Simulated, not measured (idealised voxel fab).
Process module, titled voxel plated lines
Xsec cut, 275 nm wide, square cell size 5 nm.
A cross-section in this document is a grid of square cells, and it is written down as bands, the top band listed before the ones below it; a band is made up of one or more rows of cells.
This entry defines a band. It first specifies the height of the band's top and the height of its bottom in nm, and then specifies the band's materials from left to right, stating each material with its width in nm. The word "everywhere" identifies a single material that fills the band from edge to edge, while the word "empty" identifies empty space.
Note: height 0 marks the level under which the wafer is uniformly one material as received. Lowest band unbounded below, written "0 and below".
Note: "30 to 40" means the width goes from the first number (top row of the band) to the second number (bottom row) in equal steps per row of cells.
The cross-section has no changed cell in any step marked "nothing altered".
Empty spaces without an open route to the top, at least 8 cells in extent, make up the entry "Voids, sealed"; each is given as width x height at distance, where the distance is measured from the left edge, and all are in nm.
after a step's settings: what the simulator itself notes on the step
The setting "overlay nm" may be written on the line of a step. When the step uses a mask, the value reports how far to the right of the planned place the mask lay, and a negative value reports that it lay to the left.

The planned process steps are enumerated hereunder
1: RECEIVE,material Si
2: CONFORMAL_DEP,material Al2O3,thk nm 5
3: DIRECTIONAL_DEP,material TiN,thk nm 5
4: PATTERN,tone open,mask id LINES,material resist,width nm 30,pitch nm 45,thk nm 25,overlay nm 0
5: EPI,material Ru,thk nm 10
6: EPI,material Ru,thk nm 10
7: STRIP,etch materials resist
8: DIRECTIONAL_ETCH,etch materials TiN,depth nm 5
9: CONFORMAL_DEP,material SiO2,thk nm 5

First wafer of two (run as planned)

So this is the incoming wafer in cross-section - it's already been through step 1
  0 and below = Si everywhere
  Voids, sealed: none

Wafer xsec, post step 2
  5 down to 0 = Al2O3 everywhere
  Everything under 0 stays put, no change at all.

Wafer xsec, post step 3
  10 down to 5 = TiN everywhere
  Everything under 5 stays put, no change at all.

Wafer xsec, post step 4
  35 down to 10 = 100 nm resist, 30 nm empty, 15 nm resist, 30 nm empty, 100 nm resist
  Everything under 10 stays put, no change at all.

Wafer xsec, post step 5
  35 down to 20 = 100 nm resist, 30 nm empty, 15 nm resist, 30 nm empty, 100 nm resist
  20 down to 10 = 100 nm resist, 30 nm Ru, 15 nm resist, 30 nm Ru, 100 nm resist
  Everything under 10 stays put, no change at all.

Wafer xsec, post step 6
  35 down to 30 = 100 nm resist, 30 nm empty, 15 nm resist, 30 nm empty, 100 nm resist
  30 down to 10 = 100 nm resist, 30 nm Ru, 15 nm resist, 30 nm Ru, 100 nm resist
  Everything under 10 stays put, no change at all.

Wafer xsec, post step 7
  30 down to 10 = 100 nm empty, 30 nm Ru, 15 nm empty, 30 nm Ru, 100 nm empty
  Everything under 10 stays put, no change at all.

Wafer xsec, post step 8
  30 down to 10 = 100 nm empty, 30 nm Ru, 15 nm empty, 30 nm Ru, 100 nm empty
  10 down to 5 = 100 nm empty, 30 nm TiN, 15 nm empty, 30 nm TiN, 100 nm empty
  Everything under 5 stays put, no change at all.

Wafer xsec, post step 9
  35 down to 30 = 95 nm empty, 40 nm SiO2, 5 nm empty, 40 nm SiO2, 95 nm empty
  30 down to 10 = 95 nm empty, 5 nm SiO2, 30 nm Ru, 5 nm SiO2, 5 nm empty, 5 nm SiO2, 30 nm Ru, 5 nm SiO2, 95 nm empty
  10 down to 5 = 100 nm SiO2, 30 nm TiN, 15 nm SiO2, 30 nm TiN, 100 nm SiO2
  Everything under 5 stays put, no change at all.

Second wafer: same start and same plan as the first, one execution error; identical to the first through step 4

Cross-sectional view of the second wafer at the intended end time of process step 6
  35 down to 20 = 100 nm resist, 30 nm empty, 15 nm resist, 30 nm empty, 100 nm resist
  20 down to 10 = 100 nm resist, 30 nm Ru, 15 nm resist, 30 nm Ru, 100 nm resist
  Everything under 10 stays put, no change at all.

Cross-sectional view of the second wafer at the intended end time of process step 7
  20 down to 10 = 100 nm empty, 30 nm Ru, 15 nm empty, 30 nm Ru, 100 nm empty
  Everything under 10 stays put, no change at all.

Cross-sectional view of the second wafer at the intended end time of process step 8
  20 down to 10 = 100 nm empty, 30 nm Ru, 15 nm empty, 30 nm Ru, 100 nm empty
  10 down to 5 = 100 nm empty, 30 nm TiN, 15 nm empty, 30 nm TiN, 100 nm empty
  Everything under 5 stays put, no change at all.

Cross-sectional view of the second wafer at the intended end time of process step 9
  25 down to 20 = 95 nm empty, 40 nm SiO2, 5 nm empty, 40 nm SiO2, 95 nm empty
  20 down to 10 = 95 nm empty, 5 nm SiO2, 30 nm Ru, 5 nm SiO2, 5 nm empty, 5 nm SiO2, 30 nm Ru, 5 nm SiO2, 95 nm empty
  10 down to 5 = 100 nm SiO2, 30 nm TiN, 15 nm SiO2, 30 nm TiN, 100 nm SiO2
  Everything under 5 stays put, no change at all.
So what did we get wrong on this run? a step was left out from among the identical steps 5 and 6, and there is no telling which
End of process, cell counts, second wafer against first, materials with more or fewer: Ru: 24 fewer, SiO2: 8 fewer
